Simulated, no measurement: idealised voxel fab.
process module | voxel self aligned contacts
cross-section cut | 300 nm wide | cells 5 nm
A cross-section is a grid of square cells, given in bands from the top down. A band is one or more rows of cells.
Each band's line starts with the height of the band's top and of its bottom, in nm. Then come its materials from left to right, each with its width in nm. One material with "throughout" fills the band from edge to edge. "air" is empty space.
Height 0 is the level under which the wafer as received is all one material. The lowest band goes on downwards, as in "0 down".
A width such as "30 to 40" changes by the same amount from each row of cells to the next, from the band's top row to its bottom row.
"no change" after a step means that no cell of the cross-section changed.
closed voids: empty space of 8 cells or more with no open way to the top, each as width x height at its distance from the left edge, in nm
after a step's settings: what the simulator itself notes on the step
overlay nm, on a step with a mask: how far to the right of its planned place the mask lay; to the left if negative
plan
1 op RECEIVE | material Si
2 op OXIDIZE | depth nm 5
3 op DIRECTIONAL_DEP | material polySi | thk nm 30
4 op DIRECTIONAL_DEP | material SiN | thk nm 20
5 op DIRECTIONAL_DEP | material aC | thk nm 15
6 op PATTERN | tone cover | mask id GATE | material resist | width nm 35 | pitch nm 80 | thk nm 35 | overlay nm 0
7 op DIRECTIONAL_ETCH | etch materials aC | depth nm 15
8 op STRIP | etch materials resist
9 op DIRECTIONAL_ETCH | etch materials SiN | depth nm 20
10 op DIRECTIONAL_ETCH | etch materials polySi | depth nm 30
11 op STRIP | etch materials aC
12 op CONFORMAL_DEP | material SiN | thk nm 10
13 op DIRECTIONAL_ETCH | etch materials SiN | depth nm 10
14 op FILL_DEP | material SiO2 | thk nm 20
15 op CMP | height nm 60
16 op PATTERN | tone open | mask id CONTACT | material resist | width nm 65 | thk nm 15 | overlay nm 0
17 op DIRECTIONAL_ETCH | etch materials SiO2 | depth nm 65
18 op STRIP | etch materials resist
19 op CONFORMAL_DEP | material TiN | thk nm 5
20 op FILL_DEP | material W | thk nm 5
21 op CMP | height nm 60
22 op CONFORMAL_DEP | material SiN | thk nm 5
as received, after step 1
  0 down: Si throughout
  closed voids: none
first wafer at the end, as planned
  65 to 60: SiN throughout
  60 to 50: SiO2 115 | TiN 5 to 25 | W 55 to 15 | TiN 5 to 25 | SiO2 120
  50 to 30: SiO2 80 | SiN 55 | TiN 5 | W 15 | TiN 5 | SiN 55 | SiO2 85
  30 to 0: SiO2 80 | SiN 10 | polySi 35 | SiN 10 | TiN 5 | W 15 | TiN 5 | SiN 10 | polySi 35 | SiN 10 | SiO2 85
  0 to -5: SiO2 135 | TiN 25 | SiO2 140
  -5 down: Si throughout
  closed voids: none
second wafer at the end: like start, like plan, one mistake
  60 to 55: SiN throughout
  55 to 50: SiO2 115 | TiN 25 | W 15 | TiN 25 | SiO2 120
  50 to 30: SiO2 80 | SiN 55 | TiN 5 | W 15 | TiN 5 | SiN 55 | SiO2 85
  30 to 0: SiO2 80 | SiN 10 | polySi 35 | SiN 10 | TiN 5 | W 15 | TiN 5 | SiN 10 | polySi 35 | SiN 10 | SiO2 85
  0 to -5: SiO2 135 | TiN 25 | SiO2 140
  -5 down: Si throughout
  closed voids: none
what went wrong: step 21 ran as: op CMP | height nm 55
at the end the second wafer has, in cells: 47 fewer of SiO2 | 2 fewer of TiN | 11 fewer of W
